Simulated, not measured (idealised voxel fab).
Presented below is a process module, voxel transistor to metal.
The cross-section shown here is cut; it is 275 nm wide and divided into square cells measuring 5 nm on a side.
The cross-sections in this document take the form of a grid made of square cells. They are written out as bands, in order from top to bottom. Each band consists of one or more rows of cells.
Top height, bottom height, nm. Materials left to right, width each, nm. Single material + "edge to edge" = fills band edge to edge. "air" = empty.
Height 0 is the level under which the wafer as received is all one material. The lowest band goes on downwards, as in "0 nm and below".
Width "30..40": first value at the band's top row of cells, second value at its bottom row, equal change from row to row.
Basically "identical to before" means that step didn't change any cell in the cross-section.
Empty spaces counting at least 8 cells and having no open way to the top are listed in "Enclosed void list". The notation width x height at distance is used for each, the distance being from the left edge and all three values in nm.
Read whatever lies past the settings on a step's line as the simulator's own remark about the step.
"overlay nm" denotes, for a step that has a mask, the displacement of the mask to the right of its planned place, with negative values corresponding to the left.

### The planned process steps are enumerated hereunder
- 1: RECEIVE: material Si
- 2: OXIDIZE: depth nm 5
- 3: CONFORMAL_DEP: material SiN, thk nm 15
- 4: MASKED_ETCH: tone cover, mask id ACTIVE, width nm 105, pitch nm 125, etch materials SiN, depth nm 15, overlay nm 0
- 5: MASKED_ETCH: tone cover, mask id ACTIVE, width nm 105, pitch nm 125, etch materials SiO2, depth nm 5, overlay nm 0
- 6: MASKED_ETCH: tone cover, mask id ACTIVE, width nm 105, pitch nm 125, etch materials Si, depth nm 20, overlay nm 0
- 7: FILL_DEP: material SiO2, thk nm 10
- 8: CMP: height nm 15
- 9: SELECTIVE_ETCH: etch materials SiO2, depth nm 5
- 10: STRIP: etch materials SiN
- 11: SELECTIVE_ETCH: etch materials SiO2, depth nm 5
- 12: OXIDIZE: depth nm 5
- 13: DIRECTIONAL_DEP: material polySi, thk nm 20
- 14: DIRECTIONAL_DEP: material SiCN, thk nm 15
- 15: DIRECTIONAL_DEP: material aC, thk nm 10
- 16: PATTERN: tone cover, mask id GATE, material resist, width nm 25, pitch nm 125, thk nm 30, overlay nm 0
- 17: DIRECTIONAL_ETCH: etch materials aC, depth nm 10
- 18: STRIP: etch materials resist
- 19: DIRECTIONAL_ETCH: etch materials SiCN, depth nm 25
- 20: DIRECTIONAL_ETCH: etch materials polySi, depth nm 30
- 21: STRIP: etch materials aC
- 22: CONFORMAL_DEP: material SiN, thk nm 10
- 23: DIRECTIONAL_ETCH: etch materials SiN, depth nm 10
- 24: DIRECTIONAL_ETCH: etch materials SiO2, depth nm 5
- 25: DIRECTIONAL_ETCH: etch materials Si, depth nm 10
- 26: EPI: material nSi, thk nm 10
- 27: FILL_DEP: material SiO2, thk nm 5
- 28: CMP: height nm 15
- 29: STRIP: etch materials polySi
- 30: SELECTIVE_ETCH: etch materials SiO2, depth nm 5
- 31: CONFORMAL_DEP: material HfO2, thk nm 5
- 32: CONFORMAL_DEP: material TiN, thk nm 5
- 33: FILL_DEP: material W, thk nm 5
- 34: CMP: height nm 10
- 35: DIRECTIONAL_DEP: material SiO2, thk nm 15
- 36: DIRECTIONAL_DEP: material aC, thk nm 15
- 37: PATTERN: tone open, mask id CONTACT, material resist, width nm 20, thk nm 30, overlay nm 0
- 38: DIRECTIONAL_ETCH: etch materials aC, depth nm 15
- 39: STRIP: etch materials resist
- 40: DIRECTIONAL_ETCH: etch materials SiO2, depth nm 35
- 41: STRIP: etch materials aC
- 42: CONFORMAL_DEP: material TiN, thk nm 5
- 43: FILL_DEP: material W, thk nm 10
- 44: CMP: height nm 25
- 45: DIRECTIONAL_DEP: material TiN, thk nm 5
- 46: DIRECTIONAL_DEP: material Ru, thk nm 15
- 47: PATTERN: tone cover, mask id METAL_1, material resist, width nm 20, thk nm 15, overlay nm 0
- 48: DIRECTIONAL_ETCH: etch materials Ru, depth nm 15
- 49: DIRECTIONAL_ETCH: etch materials TiN, depth nm 5
- 50: STRIP: etch materials resist
- 51: FILL_DEP: material SiO2, thk nm 5
- 52: CMP: height nm 45
- 53: CONFORMAL_DEP: material SiCN, thk nm 5

### The cross-section here shows the wafer as received, i.e. in its state after step 1
    0 nm and below | Si edge to edge
    Enclosed void list: none

### The cross-section shown corresponds to the wafer at the conclusion of the module. The initial structure and the process plan are those presented above; however, one mistake occurred in executing the plan
    50 nm to 45 nm | SiCN edge to edge
    45 nm to 30 nm | SiO2 25 / Ru 20 / SiO2 55 / Ru 20 / SiO2 30 / Ru 20 / SiO2 55 / Ru 20 / SiO2 30
    30 nm to 25 nm | SiO2 25 / TiN 20 / SiO2 55 / TiN 20 / SiO2 30 / TiN 20 / SiO2 55 / TiN 20 / SiO2 30
    25 nm to 10 nm | SiO2 25 / TiN 5 / W 10 / TiN 5 / SiO2 55 / TiN 5 / W 10 / TiN 5 / SiO2 30 / TiN 5 / W 10 / TiN 5 / SiO2 55 / TiN 5 / W 10 / TiN 5 / SiO2 30
    10 nm to 5 nm | SiO2 25 / TiN 5 / W 10 / TiN 5 / SiO2 10 / SiN 10 / HfO2 5 / TiN 5 / HfO2 5 / SiN 10 / SiO2 10 / TiN 5 / W 10 / TiN 5 / SiO2 30 / TiN 5 / W 10 / TiN 5 / SiO2 10 / SiN 10 / HfO2 5 / TiN 5 / HfO2 5 / SiN 10 / SiO2 10 / TiN 5 / W 10 / TiN 5 / SiO2 30
    5 nm to 0 nm | SiO2 15 / SiN 10 / TiN 20 / SiO2 10 / SiN 10 / HfO2 5 / TiN 5 / HfO2 5 / SiN 10 / SiO2 10 / TiN 20 / SiN 10 / SiO2 10 / SiN 10 / TiN 20 / SiO2 10 / SiN 10 / HfO2 5 / TiN 5 / HfO2 5 / SiN 10 / SiO2 10 / TiN 20 / SiN 10 / SiO2 20
    0 nm to -5 nm | SiO2 15 / SiN 10 / nSi 10 / TiN 10 / nSi 10 / SiN 10 / HfO2 5 / TiN 5 / HfO2 5 / SiN 10 / nSi 10 / TiN 10 / nSi 10 / SiN 10 / SiO2 10 / SiN 10 / nSi 10 / TiN 10 / nSi 10 / SiN 10 / HfO2 5 / TiN 5 / HfO2 5 / SiN 10 / nSi 10 / TiN 10 / nSi 10 / SiN 10 / SiO2 20
    -5 nm to -10 nm | SiO2 25 / nSi 10 / TiN 10 / nSi 10 / SiO2 5 / HfO2 25 / SiO2 5 / nSi 10 / TiN 10 / nSi 10 / SiO2 30 / nSi 10 / TiN 10 / nSi 10 / SiO2 5 / HfO2 25 / SiO2 5 / nSi 10 / TiN 10 / nSi 10 / SiO2 30
    -10 nm to -20 nm | SiO2 20 / Si 5 / nSi 30 / Si 35 / nSi 30 / Si 5 / SiO2 20 / Si 5 / nSi 30 / Si 35 / nSi 30 / Si 5 / SiO2 25
    -20 nm to -25 nm | SiO2 20 / Si 105 / SiO2 20 / Si 105 / SiO2 25
    -25 nm and below | Si edge to edge
    Enclosed void list: none
Nonconformance to the process plan: step 16 ran with different settings than intended, the actual operation and settings being PATTERN: tone cover, mask id GATE, material resist, width nm 15, pitch nm 125, thk nm 30, overlay nm 0
